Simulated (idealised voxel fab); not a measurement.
process module | voxel self aligned vias
cross-section cut | 205 nm wide | cells 5 nm
A cross-section is a grid of square cells, given in bands from the top down. A band is one or more rows of cells.
Each band's line starts with the height of the band's top and of its bottom, in nm. Then come its materials from left to right, each with its width in nm. One material with "throughout" fills the band from edge to edge. "air" is empty space.
Height 0 is the level under which the wafer as received is all one material. The lowest band goes on downwards, as in "0 down".
A width such as "30 to 40" changes by the same amount from each row of cells to the next, from the band's top row to its bottom row.
"no change" after a step means that no cell of the cross-section changed.
closed voids: empty space of 8 cells or more with no open way to the top, each as width x height at its distance from the left edge, in nm
after a step's settings: what the simulator itself notes on the step
overlay nm, on a step with a mask: how far to the right of its planned place the mask lay; to the left if negative
Each pair below shows a cross-section before one step and the cross-section after it, down to the lowest band that changed. The line under each pair gives the step between them, with its settings. The pairs can come from different runs of this module on the same starting wafer, so a pair continues from the pair above only where its "before" says so.
before
  0 down: Si throughout
  closed voids: none
after
  10 to 0: SiO2 throughout
  below 0: unchanged
  closed voids: none
the step between: op CONFORMAL_DEP | material SiO2 | thk nm 10
before: the cross-section after the pair above
after
  15 to 10: SiCN throughout
  below 10: unchanged
  closed voids: none
the step between: op CONFORMAL_DEP | material SiCN | thk nm 5
before: the cross-section after the pair above
after
  45 to 15: lowk throughout
  below 15: unchanged
  closed voids: none
the step between: op DIRECTIONAL_DEP | material lowk | thk nm 30
before: the cross-section after the pair above
after
  45 to 15: lowk 65 | air 20 | lowk 30 | air 20 | lowk 70
  below 15: unchanged
  closed voids: none
the step between: op MASKED_ETCH | tone open | mask id LINES | width nm 20 | pitch nm 50 | etch materials lowk | depth nm 30 | overlay nm 0
before: the cross-section after the pair above
after
  50 to 45: TiN 70 | air 10 | TiN 40 | air 10 | TiN 75
  45 to 20: lowk 65 | TiN 5 | air 10 | TiN 5 | lowk 30 | TiN 5 | air 10 | TiN 5 | lowk 70
  20 to 15: lowk 65 | TiN 20 | lowk 30 | TiN 20 | lowk 70
  below 15: unchanged
  closed voids: none
the step between: op CONFORMAL_DEP | material TiN | thk nm 5
before: the cross-section after the pair above
after
  60 to 50: W throughout
  50 to 45: TiN 70 | W 10 | TiN 40 | W 10 | TiN 75
  45 to 20: lowk 65 | TiN 5 | W 10 | TiN 5 | lowk 30 | TiN 5 | W 10 | TiN 5 | lowk 70
  below 20: unchanged
  closed voids: none
the step between: op FILL_DEP | material W | thk nm 10
before: the cross-section after the pair above
after
  45 to 20: lowk 65 | TiN 5 | W 10 | TiN 5 | lowk 30 | TiN 5 | W 10 | TiN 5 | lowk 70
  below 20: unchanged
  closed voids: none
the step between: op CMP | height nm 45
before: the cross-section after the pair above
after
  45 to 40: lowk 65 | air 20 | lowk 30 | air 20 | lowk 70
  below 40: unchanged
  closed voids: none
the step between: op SELECTIVE_ETCH | etch materials W Ru TiN | depth nm 5
before: the cross-section after the pair above
after
  55 to 45: SiN throughout
  45 to 40: lowk 65 | SiN 20 | lowk 30 | SiN 20 | lowk 70
  below 40: unchanged
  closed voids: none
the step between: op FILL_DEP | material SiN | thk nm 10
before: the cross-section after the pair above
after
  45 to 40: lowk 65 | SiN 20 | lowk 30 | SiN 20 | lowk 70
  below 40: unchanged
  closed voids: none
the step between: op CMP | height nm 45
before: the cross-section after the pair above
after
  65 to 45: lowk throughout
  below 45: unchanged
  closed voids: none
the step between: op DIRECTIONAL_DEP | material lowk | thk nm 20
before: the cross-section after the pair above
after
  65 to 45: lowk 60 | air 30 | lowk 20 | air 30 | lowk 65
  below 45: unchanged
  closed voids: none
the step between: op MASKED_ETCH | tone open | mask id VIAS | width nm 30 | pitch nm 50 | etch materials lowk | depth nm 20 | overlay nm 0
before: the cross-section after the pair above
after
  65 to 45: lowk 60 | air 30 | lowk 20 | air 30 | lowk 65
  45 to 40: lowk 65 | air 20 | lowk 30 | air 20 | lowk 70
  below 40: unchanged
  closed voids: none
the step between: op MASKED_ETCH | tone open | mask id VIAS | width nm 30 | pitch nm 50 | etch materials SiN | depth nm 5 | overlay nm 0
before: the cross-section after the pair above
after
  70 to 65: TiN 65 | air 20 | TiN 30 | air 20 | TiN 70
  65 to 50: lowk 60 | TiN 5 | air 20 | TiN 5 | lowk 20 | TiN 5 | air 20 | TiN 5 | lowk 65
  50 to 45: lowk 60 | TiN 10 | air 10 | TiN 10 | lowk 20 | TiN 10 | air 10 | TiN 10 | lowk 65
  45 to 40: lowk 65 | TiN 20 | lowk 30 | TiN 20 | lowk 70
  below 40: unchanged
  closed voids: none
the step between: op CONFORMAL_DEP | material TiN | thk nm 5
before: the cross-section after the pair above
after
  80 to 70: Cu throughout
  70 to 65: TiN 65 | Cu 20 | TiN 30 | Cu 20 | TiN 70
  65 to 50: lowk 60 | TiN 5 | Cu 20 | TiN 5 | lowk 20 | TiN 5 | Cu 20 | TiN 5 | lowk 65
  50 to 45: lowk 60 | TiN 10 | Cu 10 | TiN 10 | lowk 20 | TiN 10 | Cu 10 | TiN 10 | lowk 65
  below 45: unchanged
  closed voids: none
the step between: op FILL_DEP | material Cu | thk nm 10
before: the cross-section after the pair above
after
  65 to 50: lowk 60 | TiN 5 | Cu 20 | TiN 5 | lowk 20 | TiN 5 | Cu 20 | TiN 5 | lowk 65
  below 50: unchanged
  closed voids: none
the step between: op CMP | height nm 65
before: the cross-section after the pair above
after
  70 to 65: SiN throughout
  below 65: unchanged
  closed voids: none
the step between: op CONFORMAL_DEP | material SiN | thk nm 5
before
  10 to 0: SiO2 throughout
  0 down: Si throughout
  closed voids: none
after
  40 to 10: lowk throughout
  below 10: unchanged
  closed voids: none
the step between: op DIRECTIONAL_DEP | material lowk | thk nm 30
before: the cross-section after the pair above
after
  40 to 10: lowk 65 | air 20 | lowk 30 | air 20 | lowk 70
  below 10: unchanged
  closed voids: none
the step between: op MASKED_ETCH | tone open | mask id LINES | width nm 20 | pitch nm 50 | etch materials lowk | depth nm 30 | overlay nm 0
before: the cross-section after the pair above
after
  45 to 40: TiN 70 | air 10 | TiN 40 | air 10 | TiN 75
  40 to 15: lowk 65 | TiN 5 | air 10 | TiN 5 | lowk 30 | TiN 5 | air 10 | TiN 5 | lowk 70
  15 to 10: lowk 65 | TiN 20 | lowk 30 | TiN 20 | lowk 70
  below 10: unchanged
  closed voids: none
the step between: op CONFORMAL_DEP | material TiN | thk nm 5
before: the cross-section after the pair above
after
  55 to 45: W throughout
  45 to 40: TiN 70 | W 10 | TiN 40 | W 10 | TiN 75
  40 to 15: lowk 65 | TiN 5 | W 10 | TiN 5 | lowk 30 | TiN 5 | W 10 | TiN 5 | lowk 70
  below 15: unchanged
  closed voids: none
the step between: op FILL_DEP | material W | thk nm 10
before: the cross-section after the pair above
after
  45 to 40: TiN 70 | W 10 | TiN 40 | W 10 | TiN 75
  below 40: unchanged
  closed voids: none
the step between: op CMP | height nm 45
before: the cross-section after the pair above
after
  40 to 15: lowk 65 | TiN 5 | W 10 | TiN 5 | lowk 30 | TiN 5 | W 10 | TiN 5 | lowk 70
  below 15: unchanged
  closed voids: none
the step between: op SELECTIVE_ETCH | etch materials W Ru TiN | depth nm 5
before: the cross-section after the pair above
after
  50 to 40: SiN throughout
  below 40: unchanged
  closed voids: none
the step between: op FILL_DEP | material SiN | thk nm 10
before: the cross-section after the pair above
after
  45 to 40: SiN throughout
  below 40: unchanged
  closed voids: none
the step between: op CMP | height nm 45
before: the cross-section after the pair above
after
  65 to 45: lowk throughout
  below 45: unchanged
  closed voids: none
the step between: op DIRECTIONAL_DEP | material lowk | thk nm 20
before: the cross-section after the pair above
after
  65 to 45: lowk 60 | air 30 | lowk 20 | air 30 | lowk 65
  below 45: unchanged
  closed voids: none
the step between: op MASKED_ETCH | tone open | mask id VIAS | width nm 30 | pitch nm 50 | etch materials lowk | depth nm 20 | overlay nm 0
before: the cross-section after the pair above
after
  65 to 45: lowk 60 | air 30 | lowk 20 | air 30 | lowk 65
  45 to 40: SiN 60 | air 30 | SiN 20 | air 30 | SiN 65
  below 40: unchanged
  closed voids: none
the step between: op MASKED_ETCH | tone open | mask id VIAS | width nm 30 | pitch nm 50 | etch materials SiN | depth nm 5 | overlay nm 0
before: the cross-section after the pair above
after
  70 to 65: TiN 65 | air 20 | TiN 30 | air 20 | TiN 70
  65 to 45: lowk 60 | TiN 5 | air 20 | TiN 5 | lowk 20 | TiN 5 | air 20 | TiN 5 | lowk 65
  45 to 40: SiN 60 | TiN 30 | SiN 20 | TiN 30 | SiN 65
  below 40: unchanged
  closed voids: none
the step between: op CONFORMAL_DEP | material TiN | thk nm 5
before: the cross-section after the pair above
after
  80 to 70: Cu throughout
  70 to 65: TiN 65 | Cu 20 | TiN 30 | Cu 20 | TiN 70
  65 to 45: lowk 60 | TiN 5 | Cu 20 | TiN 5 | lowk 20 | TiN 5 | Cu 20 | TiN 5 | lowk 65
  below 45: unchanged
  closed voids: none
the step between: op FILL_DEP | material Cu | thk nm 10
before: the cross-section after the pair above
after
  65 to 45: lowk 60 | TiN 5 | Cu 20 | TiN 5 | lowk 20 | TiN 5 | Cu 20 | TiN 5 | lowk 65
  below 45: unchanged
  closed voids: none
the step between: op CMP | height nm 65
before: the cross-section after the pair above
after
  70 to 65: SiN throughout
  below 65: unchanged
  closed voids: none
the step between: op CONFORMAL_DEP | material SiN | thk nm 5
before
  65 to 45: lowk 60 | air 30 | lowk 20 | air 30 | lowk 65
  45 to 40: lowk 65 | SiN 20 | lowk 30 | SiN 20 | lowk 70
  40 to 20: lowk 65 | TiN 5 | W 10 | TiN 5 | lowk 30 | TiN 5 | W 10 | TiN 5 | lowk 70
  20 to 15: lowk 65 | TiN 20 | lowk 30 | TiN 20 | lowk 70
  15 to 10: SiCN throughout
  10 to 0: SiO2 throughout
  0 down: Si throughout
  closed voids: none
after
  65 to 45: lowk 60 | air 30 | lowk 20 | air 30 | lowk 65
  45 to 40: lowk 60 | air 5 | SiN 20 | air 5 | lowk 20 | air 5 | SiN 20 | air 5 | lowk 65
  40 to 25: lowk 60 | air 5 | TiN 5 | W 10 | TiN 5 | air 5 | lowk 20 | air 5 | TiN 5 | W 10 | TiN 5 | air 5 | lowk 65
  below 25: unchanged
  closed voids: none
the step between: op MASKED_ETCH | tone open | mask id VIAS | width nm 30 | pitch nm 50 | etch materials lowk | depth nm 20 | overlay nm 0
before: the cross-section after the pair above
after
  65 to 40: lowk 60 | air 30 | lowk 20 | air 30 | lowk 65
  below 40: unchanged
  closed voids: none
the step between: op MASKED_ETCH | tone open | mask id VIAS | width nm 30 | pitch nm 50 | etch materials SiN | depth nm 5 | overlay nm 0
before: the cross-section after the pair above
after
  70 to 65: TiN 65 | air 20 | TiN 30 | air 20 | TiN 70
  65 to 45: lowk 60 | TiN 5 | air 20 | TiN 5 | lowk 20 | TiN 5 | air 20 | TiN 5 | lowk 65
  45 to 40: lowk 60 | TiN 30 | lowk 20 | TiN 30 | lowk 65
  40 to 25: lowk 60 | TiN 10 | W 10 | TiN 10 | lowk 20 | TiN 10 | W 10 | TiN 10 | lowk 65
  below 25: unchanged
  closed voids: none
the step between: op CONFORMAL_DEP | material TiN | thk nm 5
before: the cross-section after the pair above
after
  80 to 70: Cu throughout
  70 to 65: TiN 65 | Cu 20 | TiN 30 | Cu 20 | TiN 70
  65 to 45: lowk 60 | TiN 5 | Cu 20 | TiN 5 | lowk 20 | TiN 5 | Cu 20 | TiN 5 | lowk 65
  below 45: unchanged
  closed voids: none
the step between: op FILL_DEP | material Cu | thk nm 10
before: the cross-section after the pair above
after
  65 to 45: lowk 60 | TiN 5 | Cu 20 | TiN 5 | lowk 20 | TiN 5 | Cu 20 | TiN 5 | lowk 65
  below 45: unchanged
  closed voids: none
the step between: op CMP | height nm 65
before: the cross-section after the pair above
after
  70 to 65: SiN throughout
  below 65: unchanged
  closed voids: none
the step between: op CONFORMAL_DEP | material SiN | thk nm 5
before
  0 down: Si throughout
  closed voids: none
after
  5 to 0: SiCN throughout
  below 0: unchanged
  closed voids: none
the step between: op CONFORMAL_DEP | material SiCN | thk nm 5
before: the cross-section after the pair above
after
  15 to 5: SiO2 throughout
  below 5: unchanged
  closed voids: none
the step between: op CONFORMAL_DEP | material SiO2 | thk nm 10
before: the cross-section after the pair above
after
  45 to 15: lowk throughout
  below 15: unchanged
  closed voids: none
the step between: op DIRECTIONAL_DEP | material lowk | thk nm 30
before: the cross-section after the pair above
after
  45 to 15: lowk 65 | air 20 | lowk 30 | air 20 | lowk 70
  below 15: unchanged
  closed voids: none
the step between: op MASKED_ETCH | tone open | mask id LINES | width nm 20 | pitch nm 50 | etch materials lowk | depth nm 30 | overlay nm 0
before: the cross-section after the pair above
after
  50 to 45: TiN 70 | air 10 | TiN 40 | air 10 | TiN 75
  45 to 20: lowk 65 | TiN 5 | air 10 | TiN 5 | lowk 30 | TiN 5 | air 10 | TiN 5 | lowk 70
  20 to 15: lowk 65 | TiN 20 | lowk 30 | TiN 20 | lowk 70
  below 15: unchanged
  closed voids: none
the step between: op CONFORMAL_DEP | material TiN | thk nm 5
before: the cross-section after the pair above
after
  60 to 50: W throughout
  50 to 45: TiN 70 | W 10 | TiN 40 | W 10 | TiN 75
  45 to 20: lowk 65 | TiN 5 | W 10 | TiN 5 | lowk 30 | TiN 5 | W 10 | TiN 5 | lowk 70
  below 20: unchanged
  closed voids: none
the step between: op FILL_DEP | material W | thk nm 10
before: the cross-section after the pair above
after
  45 to 20: lowk 65 | TiN 5 | W 10 | TiN 5 | lowk 30 | TiN 5 | W 10 | TiN 5 | lowk 70
  below 20: unchanged
  closed voids: none
the step between: op CMP | height nm 45
before: the cross-section after the pair above
after
  45 to 40: lowk 65 | air 20 | lowk 30 | air 20 | lowk 70
  below 40: unchanged
  closed voids: none
the step between: op SELECTIVE_ETCH | etch materials W Ru TiN | depth nm 5
before: the cross-section after the pair above
after
  55 to 45: SiN throughout
  45 to 40: lowk 65 | SiN 20 | lowk 30 | SiN 20 | lowk 70
  below 40: unchanged
  closed voids: none
the step between: op FILL_DEP | material SiN | thk nm 10
before: the cross-section after the pair above
after
  45 to 40: lowk 65 | SiN 20 | lowk 30 | SiN 20 | lowk 70
  below 40: unchanged
  closed voids: none
the step between: op CMP | height nm 45
before: the cross-section after the pair above
after
  65 to 45: lowk throughout
  below 45: unchanged
  closed voids: none
the step between: op DIRECTIONAL_DEP | material lowk | thk nm 20
before: the cross-section after the pair above
after
  65 to 45: lowk 60 | air 30 | lowk 20 | air 30 | lowk 65
  below 45: unchanged
  closed voids: none
the step between: op MASKED_ETCH | tone open | mask id VIAS | width nm 30 | pitch nm 50 | etch materials lowk | depth nm 20 | overlay nm 0
before: the cross-section after the pair above
after
  65 to 45: lowk 60 | air 30 | lowk 20 | air 30 | lowk 65
  45 to 40: lowk 65 | air 20 | lowk 30 | air 20 | lowk 70
  below 40: unchanged
  closed voids: none
the step between: op MASKED_ETCH | tone open | mask id VIAS | width nm 30 | pitch nm 50 | etch materials SiN | depth nm 5 | overlay nm 0
before: the cross-section after the pair above
after
  70 to 65: TiN 65 | air 20 | TiN 30 | air 20 | TiN 70
  65 to 50: lowk 60 | TiN 5 | air 20 | TiN 5 | lowk 20 | TiN 5 | air 20 | TiN 5 | lowk 65
  50 to 45: lowk 60 | TiN 10 | air 10 | TiN 10 | lowk 20 | TiN 10 | air 10 | TiN 10 | lowk 65
  45 to 40: lowk 65 | TiN 20 | lowk 30 | TiN 20 | lowk 70
  below 40: unchanged
  closed voids: none
the step between: op CONFORMAL_DEP | material TiN | thk nm 5
before: the cross-section after the pair above
after
  80 to 70: Cu throughout
  70 to 65: TiN 65 | Cu 20 | TiN 30 | Cu 20 | TiN 70
  65 to 50: lowk 60 | TiN 5 | Cu 20 | TiN 5 | lowk 20 | TiN 5 | Cu 20 | TiN 5 | lowk 65
  50 to 45: lowk 60 | TiN 10 | Cu 10 | TiN 10 | lowk 20 | TiN 10 | Cu 10 | TiN 10 | lowk 65
  below 45: unchanged
  closed voids: none
the step between: op FILL_DEP | material Cu | thk nm 10
before: the cross-section after the pair above
after
  65 to 50: lowk 60 | TiN 5 | Cu 20 | TiN 5 | lowk 20 | TiN 5 | Cu 20 | TiN 5 | lowk 65
  below 50: unchanged
  closed voids: none
the step between: op CMP | height nm 65
before: the cross-section after the pair above
after
  70 to 65: SiN throughout
  below 65: unchanged
  closed voids: none
the step between: op CONFORMAL_DEP | material SiN | thk nm 5
before
  65 to 45: lowk throughout
  45 to 40: lowk 65 | SiN 20 | lowk 30 | SiN 20 | lowk 70
  40 to 20: lowk 65 | TiN 5 | W 10 | TiN 5 | lowk 30 | TiN 5 | W 10 | TiN 5 | lowk 70
  20 to 15: lowk 65 | TiN 20 | lowk 30 | TiN 20 | lowk 70
  15 to 10: SiCN throughout
  10 to 0: SiO2 throughout
  0 down: Si throughout
  closed voids: none
after
  65 to 45: lowk 60 | air 30 | lowk 20 | air 30 | lowk 65
  45 to 40: lowk 60 | air 5 | SiN 20 | air 5 | lowk 20 | air 5 | SiN 20 | air 5 | lowk 65
  40 to 35: lowk 60 | air 5 | TiN 5 | W 10 | TiN 5 | air 5 | lowk 20 | air 5 | TiN 5 | W 10 | TiN 5 | air 5 | lowk 65
  below 35: unchanged
  closed voids: none
the step between: op MASKED_ETCH | tone open | mask id VIAS | width nm 30 | pitch nm 50 | etch materials lowk | depth nm 30 | overlay nm 0
before: the cross-section after the pair above
after
  65 to 40: lowk 60 | air 30 | lowk 20 | air 30 | lowk 65
  below 40: unchanged
  closed voids: none
the step between: op MASKED_ETCH | tone open | mask id VIAS | width nm 30 | pitch nm 50 | etch materials SiN | depth nm 5 | overlay nm 0
before: the cross-section after the pair above
after
  70 to 65: TiN 65 | air 20 | TiN 30 | air 20 | TiN 70
  65 to 45: lowk 60 | TiN 5 | air 20 | TiN 5 | lowk 20 | TiN 5 | air 20 | TiN 5 | lowk 65
  45 to 40: lowk 60 | TiN 30 | lowk 20 | TiN 30 | lowk 65
  40 to 35: lowk 60 | TiN 10 | W 10 | TiN 10 | lowk 20 | TiN 10 | W 10 | TiN 10 | lowk 65
  below 35: unchanged
  closed voids: none
the step between: op CONFORMAL_DEP | material TiN | thk nm 5
before: the cross-section after the pair above
after
  80 to 70: Cu throughout
  70 to 65: TiN 65 | Cu 20 | TiN 30 | Cu 20 | TiN 70
  65 to 45: lowk 60 | TiN 5 | Cu 20 | TiN 5 | lowk 20 | TiN 5 | Cu 20 | TiN 5 | lowk 65
  below 45: unchanged
  closed voids: none
the step between: op FILL_DEP | material Cu | thk nm 10
before: the cross-section after the pair above
after
  65 to 45: lowk 60 | TiN 5 | Cu 20 | TiN 5 | lowk 20 | TiN 5 | Cu 20 | TiN 5 | lowk 65
  below 45: unchanged
  closed voids: none
the step between: op CMP | height nm 65
before: the cross-section after the pair above
after
  70 to 65: SiN throughout
  below 65: unchanged
  closed voids: none
the step between: op CONFORMAL_DEP | material SiN | thk nm 5
before
  65 to 45: lowk throughout
  45 to 40: lowk 65 | SiN 20 | lowk 30 | SiN 20 | lowk 70
  40 to 20: lowk 65 | TiN 5 | W 10 | TiN 5 | lowk 30 | TiN 5 | W 10 | TiN 5 | lowk 70
  20 to 15: lowk 65 | TiN 20 | lowk 30 | TiN 20 | lowk 70
  15 to 10: SiCN throughout
  10 to 0: SiO2 throughout
  0 down: Si throughout
  closed voids: none
after
  65 to 45: lowk 65 | air 20 | lowk 30 | air 20 | lowk 70
  below 45: unchanged
  closed voids: none
the step between: op MASKED_ETCH | tone open | mask id VIAS | width nm 20 | pitch nm 50 | etch materials lowk | depth nm 20 | overlay nm 0
before: the cross-section after the pair above
after
  65 to 40: lowk 65 | air 20 | lowk 30 | air 20 | lowk 70
  below 40: unchanged
  closed voids: none
the step between: op MASKED_ETCH | tone open | mask id VIAS | width nm 30 | pitch nm 50 | etch materials SiN | depth nm 5 | overlay nm 0
before: the cross-section after the pair above
after
  70 to 65: TiN 70 | air 10 | TiN 40 | air 10 | TiN 75
  65 to 45: lowk 65 | TiN 5 | air 10 | TiN 5 | lowk 30 | TiN 5 | air 10 | TiN 5 | lowk 70
  45 to 40: lowk 65 | TiN 20 | lowk 30 | TiN 20 | lowk 70
  below 40: unchanged
  closed voids: none
the step between: op CONFORMAL_DEP | material TiN | thk nm 5
before: the cross-section after the pair above
after
  80 to 70: Cu throughout
  70 to 65: TiN 70 | Cu 10 | TiN 40 | Cu 10 | TiN 75
  65 to 45: lowk 65 | TiN 5 | Cu 10 | TiN 5 | lowk 30 | TiN 5 | Cu 10 | TiN 5 | lowk 70
  below 45: unchanged
  closed voids: none
the step between: op FILL_DEP | material Cu | thk nm 10
before: the cross-section after the pair above
after
  65 to 45: lowk 65 | TiN 5 | Cu 10 | TiN 5 | lowk 30 | TiN 5 | Cu 10 | TiN 5 | lowk 70
  below 45: unchanged
  closed voids: none
the step between: op CMP | height nm 65
before: the cross-section after the pair above
after
  70 to 65: SiN throughout
  below 65: unchanged
  closed voids: none
the step between: op CONFORMAL_DEP | material SiN | thk nm 5
before
  65 to 45: lowk 60 | air 30 | lowk 20 | air 30 | lowk 65
  45 to 40: lowk 65 | SiN 20 | lowk 30 | SiN 20 | lowk 70
  40 to 20: lowk 65 | TiN 5 | W 10 | TiN 5 | lowk 30 | TiN 5 | W 10 | TiN 5 | lowk 70
  20 to 15: lowk 65 | TiN 20 | lowk 30 | TiN 20 | lowk 70
  15 to 10: SiCN throughout
  10 to 0: SiO2 throughout
  0 down: Si throughout
  closed voids: none
after
  65 to 45: lowk 60 | air 30 | lowk 20 | air 30 | lowk 65
  45 to 40: lowk 65 | air 15 | SiN 5 | lowk 30 | air 15 | SiN 5 | lowk 70
  below 40: unchanged
  closed voids: none
the step between: op MASKED_ETCH | tone open | mask id VIAS | width nm 30 | pitch nm 50 | etch materials SiN | depth nm 5 | overlay nm -10
before: the cross-section after the pair above
after
  70 to 65: TiN 65 | air 20 | TiN 30 | air 20 | TiN 70
  65 to 50: lowk 60 | TiN 5 | air 20 | TiN 5 | lowk 20 | TiN 5 | air 20 | TiN 5 | lowk 65
  50 to 45: lowk 60 | TiN 10 | air 5 | TiN 15 | lowk 20 | TiN 10 | air 5 | TiN 15 | lowk 65
  45 to 40: lowk 65 | TiN 15 | SiN 5 | lowk 30 | TiN 15 | SiN 5 | lowk 70
  below 40: unchanged
  closed voids: none
the step between: op CONFORMAL_DEP | material TiN | thk nm 5
before: the cross-section after the pair above
after
  80 to 70: Cu throughout
  70 to 65: TiN 65 | Cu 20 | TiN 30 | Cu 20 | TiN 70
  65 to 50: lowk 60 | TiN 5 | Cu 20 | TiN 5 | lowk 20 | TiN 5 | Cu 20 | TiN 5 | lowk 65
  50 to 45: lowk 60 | TiN 10 | Cu 5 | TiN 15 | lowk 20 | TiN 10 | Cu 5 | TiN 15 | lowk 65
  below 45: unchanged
  closed voids: none
the step between: op FILL_DEP | material Cu | thk nm 10
before: the cross-section after the pair above
after
  65 to 50: lowk 60 | TiN 5 | Cu 20 | TiN 5 | lowk 20 | TiN 5 | Cu 20 | TiN 5 | lowk 65
  below 50: unchanged
  closed voids: none
the step between: op CMP | height nm 65
before: the cross-section after the pair above
after
  70 to 65: SiN throughout
  below 65: unchanged
  closed voids: none
the step between: op CONFORMAL_DEP | material SiN | thk nm 5
before
  70 to 65: TiN 65 | air 20 | TiN 30 | air 20 | TiN 70
  65 to 50: lowk 60 | TiN 5 | air 20 | TiN 5 | lowk 20 | TiN 5 | air 20 | TiN 5 | lowk 65
  50 to 45: lowk 60 | TiN 10 | air 10 | TiN 10 | lowk 20 | TiN 10 | air 10 | TiN 10 | lowk 65
  45 to 40: lowk 65 | TiN 20 | lowk 30 | TiN 20 | lowk 70
  40 to 20: lowk 65 | TiN 5 | W 10 | TiN 5 | lowk 30 | TiN 5 | W 10 | TiN 5 | lowk 70
  20 to 15: lowk 65 | TiN 20 | lowk 30 | TiN 20 | lowk 70
  15 to 10: SiCN throughout
  10 to 0: SiO2 throughout
  0 down: Si throughout
  closed voids: none
after
  80 to 70: Ru throughout
  70 to 65: TiN 65 | Ru 20 | TiN 30 | Ru 20 | TiN 70
  65 to 50: lowk 60 | TiN 5 | Ru 20 | TiN 5 | lowk 20 | TiN 5 | Ru 20 | TiN 5 | lowk 65
  50 to 45: lowk 60 | TiN 10 | Ru 10 | TiN 10 | lowk 20 | TiN 10 | Ru 10 | TiN 10 | lowk 65
  below 45: unchanged
  closed voids: none
the step between: op FILL_DEP | material Ru | thk nm 10
before: the cross-section after the pair above
after
  65 to 50: lowk 60 | TiN 5 | Ru 20 | TiN 5 | lowk 20 | TiN 5 | Ru 20 | TiN 5 | lowk 65
  below 50: unchanged
  closed voids: none
the step between: op CMP | height nm 65
before: the cross-section after the pair above
after
  70 to 65: SiN throughout
  below 65: unchanged
  closed voids: none
the step between: op CONFORMAL_DEP | material SiN | thk nm 5
before
  45 to 15: lowk throughout
  15 to 10: SiCN throughout
  10 to 0: SiO2 throughout
  0 down: Si throughout
  closed voids: none
after
  45 to 15: air 65 | lowk 20 | air 30 | lowk 20 | air 70
  below 15: unchanged
  closed voids: none
the step between: op MASKED_ETCH | tone cover | mask id LINES | width nm 20 | pitch nm 50 | etch materials lowk | depth nm 30 | overlay nm 0
before: the cross-section after the pair above
after
  50 to 45: air 60 | TiN 30 | air 20 | TiN 30 | air 65
  45 to 20: air 60 | TiN 5 | lowk 20 | TiN 5 | air 20 | TiN 5 | lowk 20 | TiN 5 | air 65
  20 to 15: TiN 65 | lowk 20 | TiN 30 | lowk 20 | TiN 70
  below 15: unchanged
  closed voids: none
the step between: op CONFORMAL_DEP | material TiN | thk nm 5
before: the cross-section after the pair above
after
  60 to 50: W throughout
  50 to 45: W 60 | TiN 30 | W 20 | TiN 30 | W 65
  45 to 20: W 60 | TiN 5 | lowk 20 | TiN 5 | W 20 | TiN 5 | lowk 20 | TiN 5 | W 65
  below 20: unchanged
  closed voids: none
the step between: op FILL_DEP | material W | thk nm 10
before: the cross-section after the pair above
after
  45 to 20: W 60 | TiN 5 | lowk 20 | TiN 5 | W 20 | TiN 5 | lowk 20 | TiN 5 | W 65
  below 20: unchanged
  closed voids: none
the step between: op CMP | height nm 45
before: the cross-section after the pair above
after
  45 to 40: air 65 | lowk 20 | air 30 | lowk 20 | air 70
  below 40: unchanged
  closed voids: none
the step between: op SELECTIVE_ETCH | etch materials W Ru TiN | depth nm 5
before: the cross-section after the pair above
after
  55 to 45: SiN throughout
  45 to 40: SiN 65 | lowk 20 | SiN 30 | lowk 20 | SiN 70
  below 40: unchanged
  closed voids: none
the step between: op FILL_DEP | material SiN | thk nm 10
before: the cross-section after the pair above
after
  45 to 40: SiN 65 | lowk 20 | SiN 30 | lowk 20 | SiN 70
  below 40: unchanged
  closed voids: none
the step between: op CMP | height nm 45
before: the cross-section after the pair above
after
  65 to 45: lowk throughout
  below 45: unchanged
  closed voids: none
the step between: op DIRECTIONAL_DEP | material lowk | thk nm 20
before: the cross-section after the pair above
after
  65 to 45: lowk 60 | air 30 | lowk 20 | air 30 | lowk 65
  below 45: unchanged
  closed voids: none
the step between: op MASKED_ETCH | tone open | mask id VIAS | width nm 30 | pitch nm 50 | etch materials lowk | depth nm 20 | overlay nm 0
before: the cross-section after the pair above
after
  65 to 45: lowk 60 | air 30 | lowk 20 | air 30 | lowk 65
  45 to 40: SiN 60 | air 5 | lowk 20 | air 5 | SiN 20 | air 5 | lowk 20 | air 5 | SiN 65
  below 40: unchanged
  closed voids: none
the step between: op MASKED_ETCH | tone open | mask id VIAS | width nm 30 | pitch nm 50 | etch materials SiN | depth nm 5 | overlay nm 0
before: the cross-section after the pair above
after
  70 to 65: TiN 65 | air 20 | TiN 30 | air 20 | TiN 70
  65 to 50: lowk 60 | TiN 5 | air 20 | TiN 5 | lowk 20 | TiN 5 | air 20 | TiN 5 | lowk 65
  50 to 45: lowk 60 | TiN 30 | lowk 20 | TiN 30 | lowk 65
  45 to 40: SiN 60 | TiN 5 | lowk 20 | TiN 5 | SiN 20 | TiN 5 | lowk 20 | TiN 5 | SiN 65
  below 40: unchanged
  closed voids: none
the step between: op CONFORMAL_DEP | material TiN | thk nm 5
before: the cross-section after the pair above
after
  80 to 70: Cu throughout
  70 to 65: TiN 65 | Cu 20 | TiN 30 | Cu 20 | TiN 70
  65 to 50: lowk 60 | TiN 5 | Cu 20 | TiN 5 | lowk 20 | TiN 5 | Cu 20 | TiN 5 | lowk 65
  below 50: unchanged
  closed voids: none
the step between: op FILL_DEP | material Cu | thk nm 10
before: the cross-section after the pair above
after
  65 to 50: lowk 60 | TiN 5 | Cu 20 | TiN 5 | lowk 20 | TiN 5 | Cu 20 | TiN 5 | lowk 65
  below 50: unchanged
  closed voids: none
the step between: op CMP | height nm 65
before: the cross-section after the pair above
after
  70 to 65: SiN throughout
  below 65: unchanged
  closed voids: none
the step between: op CONFORMAL_DEP | material SiN | thk nm 5
